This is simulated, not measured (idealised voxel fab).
The process module presented herein is designated voxel self aligned contacts.
Xsec cut, 160 nm wide, square cell size 5 nm.
A cross-section is a grid of square cells, given in bands from the top down. A band is one or more rows of cells. Basically the band line says how high the top is and how high the bottom is, in nm, and then what's in it from left to right, every material with its width in nm. Empty space shows up as "blank", and if a single material carries "full width" it runs the full band edge to edge. Beneath 0, the wafer as received is one material, and that level is where height counting begins. The lowest band goes on downward without a bottom; it is written like "0 and below". A width given as "30..40" starts at the first number in the band's top row and ends at the second number in its bottom row, shifting by an equal amount at every step from row to row. "left unchanged" means the step left every cell of the cross-section as it was. So "Enclosed void entries" is basically the list of trapped voids: any empty space of 8 cells or more that can't reach the top through an opening. They're written width x height at distance, the distance being from the left edge, and it's all nm. Note: text after step settings on the step line = simulator remark on that step. overlay nm: step with mask; distance mask lay right of planned place; negative value = left of planned place.

# Intended process steps
1. RECEIVE | material Si
2. OXIDIZE | depth nm 5
3. DIRECTIONAL_DEP | material polySi | thk nm 25
4. DIRECTIONAL_DEP | material SiN | thk nm 20
5. DIRECTIONAL_DEP | material aC | thk nm 10
6. PATTERN | tone cover | mask id GATE | material resist | width nm 30 | pitch nm 75 | thk nm 25 | overlay nm 0
7. DIRECTIONAL_ETCH | etch materials aC | depth nm 10
8. STRIP | etch materials resist
9. DIRECTIONAL_ETCH | etch materials SiN | depth nm 20
10. DIRECTIONAL_ETCH | etch materials polySi | depth nm 25
11. STRIP | etch materials aC
12. CONFORMAL_DEP | material SiN | thk nm 10
13. DIRECTIONAL_ETCH | etch materials SiN | depth nm 10
14. FILL_DEP | material SiO2 | thk nm 15
15. CMP | height nm 50
16. DIRECTIONAL_DEP | material aC | thk nm 15
17. PATTERN | tone open | mask id CONTACT | material resist | width nm 55 | thk nm 35 | overlay nm 0
18. DIRECTIONAL_ETCH | etch materials aC | depth nm 15
19. STRIP | etch materials resist
20. DIRECTIONAL_ETCH | etch materials SiO2 | depth nm 55
21. STRIP | etch materials aC
22. CONFORMAL_DEP | material TiN | thk nm 5
23. FILL_DEP | material Ru | thk nm 10
24. CMP | height nm 50
25. CONFORMAL_DEP | material SiCN | thk nm 5

# First of two wafers, with the run carried out as planned

# Wafer cross-section on receipt, i.e. after step 1
* 0 and below  Si full width
* Enclosed void entries: none

# The wafer, seen in cross-section, after step 2
* 0 down to -5  SiO2 full width
* Everything under -5 stays put, no change at all.

# The wafer, seen in cross-section, after step 3
* 25 down to 0  polySi full width
* Everything under 0 stays put, no change at all.

# The wafer, seen in cross-section, after step 4
* 45 down to 25  SiN full width
* Everything under 25 stays put, no change at all.

# The wafer, seen in cross-section, after step 5
* 55 down to 45  aC full width
* Everything under 45 stays put, no change at all.

# The wafer, seen in cross-section, after step 6
* 80 down to 55  25 nm blank; 30 nm resist; 45 nm blank; 30 nm resist; 30 nm blank
* Everything under 55 stays put, no change at all.

# The wafer, seen in cross-section, after step 7
* 70 down to 55  25 nm blank; 30 nm resist; 45 nm blank; 30 nm resist; 30 nm blank
* 55 down to 45  25 nm blank; 30 nm aC; 45 nm blank; 30 nm aC; 30 nm blank
* Everything under 45 stays put, no change at all.

# The wafer, seen in cross-section, after step 8
* 55 down to 45  25 nm blank; 30 nm aC; 45 nm blank; 30 nm aC; 30 nm blank
* Everything under 45 stays put, no change at all.

# The wafer, seen in cross-section, after step 9
* 55 down to 45  25 nm blank; 30 nm aC; 45 nm blank; 30 nm aC; 30 nm blank
* 45 down to 25  25 nm blank; 30 nm SiN; 45 nm blank; 30 nm SiN; 30 nm blank
* Everything under 25 stays put, no change at all.

# The wafer, seen in cross-section, after step 10
* 55 down to 45  25 nm blank; 30 nm aC; 45 nm blank; 30 nm aC; 30 nm blank
* 45 down to 25  25 nm blank; 30 nm SiN; 45 nm blank; 30 nm SiN; 30 nm blank
* 25 down to 0  25 nm blank; 30 nm polySi; 45 nm blank; 30 nm polySi; 30 nm blank
* Everything under 0 stays put, no change at all.

# The wafer, seen in cross-section, after step 11
* 45 down to 25  25 nm blank; 30 nm SiN; 45 nm blank; 30 nm SiN; 30 nm blank
* Everything under 25 stays put, no change at all.

# The wafer, seen in cross-section, after step 12
* 55 down to 25  15 nm blank; 50 nm SiN; 25 nm blank; 50 nm SiN; 20 nm blank
* 25 down to 10  15 nm blank; 10 nm SiN; 30 nm polySi; 10 nm SiN; 25 nm blank; 10 nm SiN; 30 nm polySi; 10 nm SiN; 20 nm blank
* 10 down to 0  25 nm SiN; 30 nm polySi; 45 nm SiN; 30 nm polySi; 30 nm SiN
* Everything under 0 stays put, no change at all.

# The wafer, seen in cross-section, after step 13
* 45 down to 25  15 nm blank; 50 nm SiN; 25 nm blank; 50 nm SiN; 20 nm blank
* 25 down to 0  15 nm blank; 10 nm SiN; 30 nm polySi; 10 nm SiN; 25 nm blank; 10 nm SiN; 30 nm polySi; 10 nm SiN; 20 nm blank
* Everything under 0 stays put, no change at all.

# The wafer, seen in cross-section, after step 14
* 60 down to 45  SiO2 full width
* 45 down to 25  15 nm SiO2; 50 nm SiN; 25 nm SiO2; 50 nm SiN; 20 nm SiO2
* 25 down to 0  15 nm SiO2; 10 nm SiN; 30 nm polySi; 10 nm SiN; 25 nm SiO2; 10 nm SiN; 30 nm polySi; 10 nm SiN; 20 nm SiO2
* Everything under 0 stays put, no change at all.

# The wafer, seen in cross-section, after step 15
* 50 down to 45  SiO2 full width
* Everything under 45 stays put, no change at all.

# The wafer, seen in cross-section, after step 16
* 65 down to 50  aC full width
* Everything under 50 stays put, no change at all.

# The wafer, seen in cross-section, after step 17
* 100 down to 65  50 nm resist; 55 nm blank; 55 nm resist
* Everything under 65 stays put, no change at all.

# The wafer, seen in cross-section, after step 18
* 85 down to 65  50 nm resist; 55 nm blank; 55 nm resist
* 65 down to 50  50 nm aC; 55 nm blank; 55 nm aC
* Everything under 50 stays put, no change at all.

# The wafer, seen in cross-section, after step 19
* 65 down to 50  50 nm aC; 55 nm blank; 55 nm aC
* Everything under 50 stays put, no change at all.

# The wafer, seen in cross-section, after step 20
* 65 down to 50  50 nm aC; 55 nm blank; 55 nm aC
* 50 down to 45  50 nm SiO2; 55 nm blank; 55 nm SiO2
* 45 down to 25  15 nm SiO2; 50 nm SiN; 25 nm blank; 50 nm SiN; 20 nm SiO2
* 25 down to 0  15 nm SiO2; 10 nm SiN; 30 nm polySi; 10 nm SiN; 25 nm blank; 10 nm SiN; 30 nm polySi; 10 nm SiN; 20 nm SiO2
* 0 down to -5  65 nm SiO2; 25 nm blank; 70 nm SiO2
* Everything under -5 stays put, no change at all.

# The wafer, seen in cross-section, after step 21
* 50 down to 45  50 nm SiO2; 55 nm blank; 55 nm SiO2
* Everything under 45 stays put, no change at all.

# The wafer, seen in cross-section, after step 22
* 55 down to 50  55 nm TiN; 45 nm blank; 60 nm TiN
* 50 down to 45  50 nm SiO2; 20 nm TiN; 15 nm blank; 20 nm TiN; 55 nm SiO2
* 45 down to 25  15 nm SiO2; 50 nm SiN; 5 nm TiN; 15 nm blank; 5 nm TiN; 50 nm SiN; 20 nm SiO2
* 25 down to 0  15 nm SiO2; 10 nm SiN; 30 nm polySi; 10 nm SiN; 5 nm TiN; 15 nm blank; 5 nm TiN; 10 nm SiN; 30 nm polySi; 10 nm SiN; 20 nm SiO2
* 0 down to -5  65 nm SiO2; 25 nm TiN; 70 nm SiO2
* Everything under -5 stays put, no change at all.

# The wafer, seen in cross-section, after step 23
* 65 down to 55  Ru full width
* 55 down to 50  55 nm TiN; 45 nm Ru; 60 nm TiN
* 50 down to 45  50 nm SiO2; 20 nm TiN; 15 nm Ru; 20 nm TiN; 55 nm SiO2
* 45 down to 25  15 nm SiO2; 50 nm SiN; 5 nm TiN; 15 nm Ru; 5 nm TiN; 50 nm SiN; 20 nm SiO2
* 25 down to 0  15 nm SiO2; 10 nm SiN; 30 nm polySi; 10 nm SiN; 5 nm TiN; 15 nm Ru; 5 nm TiN; 10 nm SiN; 30 nm polySi; 10 nm SiN; 20 nm SiO2
* Everything under 0 stays put, no change at all.

# The wafer, seen in cross-section, after step 24
* 50 down to 45  50 nm SiO2; 20 nm TiN; 15 nm Ru; 20 nm TiN; 55 nm SiO2
* Everything under 45 stays put, no change at all.

# The wafer, seen in cross-section, after step 25
* 55 down to 50  SiCN full width
* Everything under 50 stays put, no change at all.

# The second wafer: identical to the first at the outset and in its planned sequence, differing only in that one mistake was made during processing; up to and including step 5, its path is the first wafer's path

# Cross-section of the second wafer at the time step 6 of the plan should have ended
* 80 down to 55  15 nm blank; 30 nm resist; 45 nm blank; 30 nm resist; 40 nm blank
* Everything under 55 stays put, no change at all.

# Cross-section of the second wafer at the time step 7 of the plan should have ended
* 70 down to 55  15 nm blank; 30 nm resist; 45 nm blank; 30 nm resist; 40 nm blank
* 55 down to 45  15 nm blank; 30 nm aC; 45 nm blank; 30 nm aC; 40 nm blank
* Everything under 45 stays put, no change at all.

# Cross-section of the second wafer at the time step 8 of the plan should have ended
* 55 down to 45  15 nm blank; 30 nm aC; 45 nm blank; 30 nm aC; 40 nm blank
* Everything under 45 stays put, no change at all.

# Cross-section of the second wafer at the time step 9 of the plan should have ended
* 55 down to 45  15 nm blank; 30 nm aC; 45 nm blank; 30 nm aC; 40 nm blank
* 45 down to 25  15 nm blank; 30 nm SiN; 45 nm blank; 30 nm SiN; 40 nm blank
* Everything under 25 stays put, no change at all.

# Cross-section of the second wafer at the time step 10 of the plan should have ended
* 55 down to 45  15 nm blank; 30 nm aC; 45 nm blank; 30 nm aC; 40 nm blank
* 45 down to 25  15 nm blank; 30 nm SiN; 45 nm blank; 30 nm SiN; 40 nm blank
* 25 down to 0  15 nm blank; 30 nm polySi; 45 nm blank; 30 nm polySi; 40 nm blank
* Everything under 0 stays put, no change at all.

# Cross-section of the second wafer at the time step 11 of the plan should have ended
* 45 down to 25  15 nm blank; 30 nm SiN; 45 nm blank; 30 nm SiN; 40 nm blank
* Everything under 25 stays put, no change at all.

# Cross-section of the second wafer at the time step 12 of the plan should have ended
* 55 down to 25  5 nm blank; 50 nm SiN; 25 nm blank; 50 nm SiN; 30 nm blank
* 25 down to 10  5 nm blank; 10 nm SiN; 30 nm polySi; 10 nm SiN; 25 nm blank; 10 nm SiN; 30 nm polySi; 10 nm SiN; 30 nm blank
* 10 down to 0  15 nm SiN; 30 nm polySi; 45 nm SiN; 30 nm polySi; 40 nm SiN
* Everything under 0 stays put, no change at all.

# Cross-section of the second wafer at the time step 13 of the plan should have ended
* 45 down to 25  5 nm blank; 50 nm SiN; 25 nm blank; 50 nm SiN; 30 nm blank
* 25 down to 0  5 nm blank; 10 nm SiN; 30 nm polySi; 10 nm SiN; 25 nm blank; 10 nm SiN; 30 nm polySi; 10 nm SiN; 30 nm blank
* Everything under 0 stays put, no change at all.

# Cross-section of the second wafer at the time step 14 of the plan should have ended
* 60 down to 45  SiO2 full width
* 45 down to 25  5 nm SiO2; 50 nm SiN; 25 nm SiO2; 50 nm SiN; 30 nm SiO2
* 25 down to 0  5 nm SiO2; 10 nm SiN; 30 nm polySi; 10 nm SiN; 25 nm SiO2; 10 nm SiN; 30 nm polySi; 10 nm SiN; 30 nm SiO2
* Everything under 0 stays put, no change at all.

# Cross-section of the second wafer at the time step 15 of the plan should have ended
* 50 down to 45  SiO2 full width
* Everything under 45 stays put, no change at all.

# Cross-section of the second wafer at the time step 16 of the plan should have ended
* 65 down to 50  aC full width
* Everything under 50 stays put, no change at all.

# Cross-section of the second wafer at the time step 17 of the plan should have ended
* 100 down to 65  50 nm resist; 55 nm blank; 55 nm resist
* Everything under 65 stays put, no change at all.

# Cross-section of the second wafer at the time step 18 of the plan should have ended
* 85 down to 65  50 nm resist; 55 nm blank; 55 nm resist
* 65 down to 50  50 nm aC; 55 nm blank; 55 nm aC
* Everything under 50 stays put, no change at all.

# Cross-section of the second wafer at the time step 19 of the plan should have ended
* 65 down to 50  50 nm aC; 55 nm blank; 55 nm aC
* Everything under 50 stays put, no change at all.

# Cross-section of the second wafer at the time step 20 of the plan should have ended
* 65 down to 50  50 nm aC; 55 nm blank; 55 nm aC
* 50 down to 45  50 nm SiO2; 55 nm blank; 55 nm SiO2
* 45 down to 25  5 nm SiO2; 50 nm SiN; 25 nm blank; 50 nm SiN; 30 nm SiO2
* 25 down to 0  5 nm SiO2; 10 nm SiN; 30 nm polySi; 10 nm SiN; 25 nm blank; 10 nm SiN; 30 nm polySi; 10 nm SiN; 30 nm SiO2
* 0 down to -5  55 nm SiO2; 25 nm blank; 80 nm SiO2
* Everything under -5 stays put, no change at all.

# Cross-section of the second wafer at the time step 21 of the plan should have ended
* 50 down to 45  50 nm SiO2; 55 nm blank; 55 nm SiO2
* Everything under 45 stays put, no change at all.

# Cross-section of the second wafer at the time step 22 of the plan should have ended
* 55 down to 50  55 nm TiN; 45 nm blank; 60 nm TiN
* 50 down to 45  50 nm SiO2; 10 nm TiN; 15 nm blank; 30 nm TiN; 55 nm SiO2
* 45 down to 25  5 nm SiO2; 50 nm SiN; 5 nm TiN; 15 nm blank; 5 nm TiN; 50 nm SiN; 30 nm SiO2
* 25 down to 0  5 nm SiO2; 10 nm SiN; 30 nm polySi; 10 nm SiN; 5 nm TiN; 15 nm blank; 5 nm TiN; 10 nm SiN; 30 nm polySi; 10 nm SiN; 30 nm SiO2
* 0 down to -5  55 nm SiO2; 25 nm TiN; 80 nm SiO2
* Everything under -5 stays put, no change at all.

# Cross-section of the second wafer at the time step 23 of the plan should have ended
* 65 down to 55  Ru full width
* 55 down to 50  55 nm TiN; 45 nm Ru; 60 nm TiN
* 50 down to 45  50 nm SiO2; 10 nm TiN; 15 nm Ru; 30 nm TiN; 55 nm SiO2
* 45 down to 25  5 nm SiO2; 50 nm SiN; 5 nm TiN; 15 nm Ru; 5 nm TiN; 50 nm SiN; 30 nm SiO2
* 25 down to 0  5 nm SiO2; 10 nm SiN; 30 nm polySi; 10 nm SiN; 5 nm TiN; 15 nm Ru; 5 nm TiN; 10 nm SiN; 30 nm polySi; 10 nm SiN; 30 nm SiO2
* Everything under 0 stays put, no change at all.

# Cross-section of the second wafer at the time step 24 of the plan should have ended
* 50 down to 45  50 nm SiO2; 10 nm TiN; 15 nm Ru; 30 nm TiN; 55 nm SiO2
* Everything under 45 stays put, no change at all.

# Cross-section of the second wafer at the time step 25 of the plan should have ended
* 55 down to 50  SiCN full width
* Everything under 50 stays put, no change at all.
Heads up, the wafer didn't run the way we planned it: note that step 6 departed from the planned setting and was carried out as PATTERN | tone cover | mask id GATE | material resist | width nm 30 | pitch nm 75 | thk nm 25 | overlay nm -10
Both wafers, final: cells per material equal; arrangement not.
